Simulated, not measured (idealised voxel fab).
process module | voxel transistor to metal
cross-section cut | 170 nm wide | cells 5 nm
A cross-section is a grid of square cells, given in bands from the top down. A band is one or more rows of cells.
Each band's line starts with the height of the band's top and of its bottom, in nm. Then come its materials from left to right, each with its width in nm. One material with "throughout" fills the band from edge to edge. "air" is empty space.
Height 0 is the level under which the wafer as received is all one material. The lowest band goes on downwards, as in "0 down".
A width such as "30 to 40" changes by the same amount from each row of cells to the next, from the band's top row to its bottom row.
"no change" after a step means that no cell of the cross-section changed.
closed voids: empty space of 8 cells or more with no open way to the top, each as width x height at its distance from the left edge, in nm
after a step's settings: what the simulator itself notes on the step
overlay nm, on a step with a mask: how far to the right of its planned place the mask lay; to the left if negative
plan
1 op RECEIVE | material Si
2 op CONFORMAL_DEP | material SiO2 | thk nm 5
3 op CONFORMAL_DEP | material SiN | thk nm 15
4 op MASKED_ETCH | tone cover | mask id ACTIVE | width nm 95 | etch materials SiN | depth nm 15 | overlay nm 0
5 op MASKED_ETCH | tone cover | mask id ACTIVE | width nm 95 | etch materials SiO2 | depth nm 5 | overlay nm 0
6 op MASKED_ETCH | tone cover | mask id ACTIVE | width nm 95 | etch materials Si | depth nm 20 | overlay nm 0
7 op OXIDIZE | depth nm 5
8 op FILL_DEP | material SiO2 | thk nm 15
9 op CMP | height nm 20
10 op SELECTIVE_ETCH | etch materials SiO2 | depth nm 10
11 op STRIP | etch materials SiN
12 op SELECTIVE_ETCH | etch materials SiO2 | depth nm 5
13 op OXIDIZE | depth nm 5
14 op DIRECTIONAL_DEP | material polySi | thk nm 30
15 op DIRECTIONAL_DEP | material SiCN | thk nm 10
16 op PATTERN | tone cover | mask id GATE | material resist | width nm 15 | thk nm 20 | overlay nm 0
17 op DIRECTIONAL_ETCH | etch materials SiCN | depth nm 20
18 op DIRECTIONAL_ETCH | etch materials polySi | depth nm 40
19 op STRIP | etch materials resist
20 op CONFORMAL_DEP | material SiN | thk nm 10
21 op DIRECTIONAL_ETCH | etch materials SiN | depth nm 10
22 op DIRECTIONAL_ETCH | etch materials SiO2 | depth nm 5
23 op DIRECTIONAL_ETCH | etch materials Si | depth nm 5
24 op EPI | material pSi | thk nm 10
25 op FILL_DEP | material SiO2 | thk nm 5
26 op CMP | height nm 40
27 op DIRECTIONAL_DEP | material SiO2 | thk nm 15
28 op MASKED_ETCH | tone open | mask id CONTACT | width nm 15 | pitch nm 60 | etch materials SiO2 | depth nm 55 | overlay nm 0
29 op CONFORMAL_DEP | material TiN | thk nm 5
30 op FILL_DEP | material Ru | thk nm 10
31 op CMP | height nm 55
32 op CONFORMAL_DEP | material SiN | thk nm 5
33 op DIRECTIONAL_DEP | material SiO2 | thk nm 25
34 op PATTERN | tone open | mask id METAL_1 | material resist | width nm 15 | pitch nm 60 | thk nm 15 | overlay nm 0
35 op DIRECTIONAL_ETCH | etch materials SiO2 | depth nm 25
36 op DIRECTIONAL_ETCH | etch materials SiN | depth nm 5
37 op STRIP | etch materials resist
38 op CONFORMAL_DEP | material TiN | thk nm 5
39 op FILL_DEP | material Cu | thk nm 5
40 op CMP | height nm 85
41 op CONFORMAL_DEP | material SiCN | thk nm 5
as received, after step 1
  0 down: Si throughout
  closed voids: none
first wafer at the end, as planned
  90 to 85: SiCN throughout
  85 to 60: SiO2 45 | TiN 5 | Cu 5 | TiN 5 | SiO2 45 | TiN 5 | Cu 5 | TiN 5 | SiO2 50
  60 to 55: SiN 45 | TiN 15 | SiN 45 | TiN 15 | SiN 50
  55 to 40: SiO2 45 | TiN 5 | Ru 5 | TiN 5 | SiO2 45 | TiN 5 | Ru 5 | TiN 5 | SiO2 50
  40 to 30: SiO2 45 | TiN 5 | Ru 5 | TiN 5 | SiO2 5 | SiN 10 | SiCN 15 | SiN 10 | SiO2 5 | TiN 5 | Ru 5 | TiN 5 | SiO2 50
  30 to 10: SiO2 45 | TiN 5 | Ru 5 | TiN 5 | SiO2 5 | SiN 10 | polySi 15 | SiN 10 | SiO2 5 | TiN 5 | Ru 5 | TiN 5 | SiO2 50
  10 to 5: SiO2 45 | TiN 15 | SiO2 5 | SiN 10 | polySi 15 | SiN 10 | SiO2 5 | TiN 15 | SiO2 50
  5 to 0: SiO2 30 | SiN 10 | SiO2 5 | TiN 10 | pSi 10 | SiN 10 | polySi 15 | SiN 10 | pSi 10 | TiN 10 | SiO2 5 | SiN 10 | SiO2 35
  0 to -5: SiO2 40 | pSi 25 | SiO2 35 | pSi 25 | SiO2 45
  -5 to -10: SiO2 40 | pSi 25 | Si 35 | pSi 25 | SiO2 45
  -10 to -25: SiO2 40 | Si 85 | SiO2 45
  -25 down: Si throughout
  closed voids: none
second wafer at the end: like start, like plan, one mistake
  90 to 85: SiCN throughout
  85 to 60: SiO2 45 | TiN 5 | Cu 5 | TiN 5 | SiO2 45 | TiN 5 | Cu 5 | TiN 5 | SiO2 50
  60 to 55: SiN 45 | TiN 15 | SiN 45 | TiN 15 | SiN 50
  55 to 40: SiO2 45 | TiN 5 | Ru 5 | TiN 5 | SiO2 45 | TiN 5 | Ru 5 | TiN 5 | SiO2 50
  40 to 30: SiO2 45 | TiN 5 | Ru 5 | TiN 5 | SiO2 5 | SiN 10 | SiCN 15 | SiN 10 | SiO2 5 | TiN 5 | Ru 5 | TiN 5 | SiO2 50
  30 to 10: SiO2 45 | TiN 5 | Ru 5 | TiN 5 | SiO2 5 | SiN 10 | polySi 15 | SiN 10 | SiO2 5 | TiN 5 | Ru 5 | TiN 5 | SiO2 50
  10 to 5: SiO2 45 | TiN 15 | SiO2 5 | SiN 10 | polySi 15 | SiN 10 | SiO2 5 | TiN 15 | SiO2 50
  5 to 0: SiO2 30 | SiN 10 | SiO2 5 | TiN 10 | pSi 10 | SiN 10 | polySi 15 | SiN 10 | pSi 10 | TiN 10 | SiO2 5 | SiN 10 | SiO2 35
  0 to -5: SiO2 55 | pSi 10 | SiO2 35 | pSi 10 | SiO2 60
  -5 to -10: SiO2 55 | pSi 10 | Si 35 | pSi 10 | SiO2 60
  -10 to -20: SiO2 40 | pSi 25 | Si 35 | pSi 25 | SiO2 45
  -20 to -25: SiO2 40 | Si 85 | SiO2 45
  -25 down: Si throughout
  closed voids: none
what went wrong: step 23 ran as: op DIRECTIONAL_ETCH | etch materials Si | depth nm 15
at the end the second wafer has, in cells: 20 fewer of Si | 12 more of SiO2 | 8 more of pSi
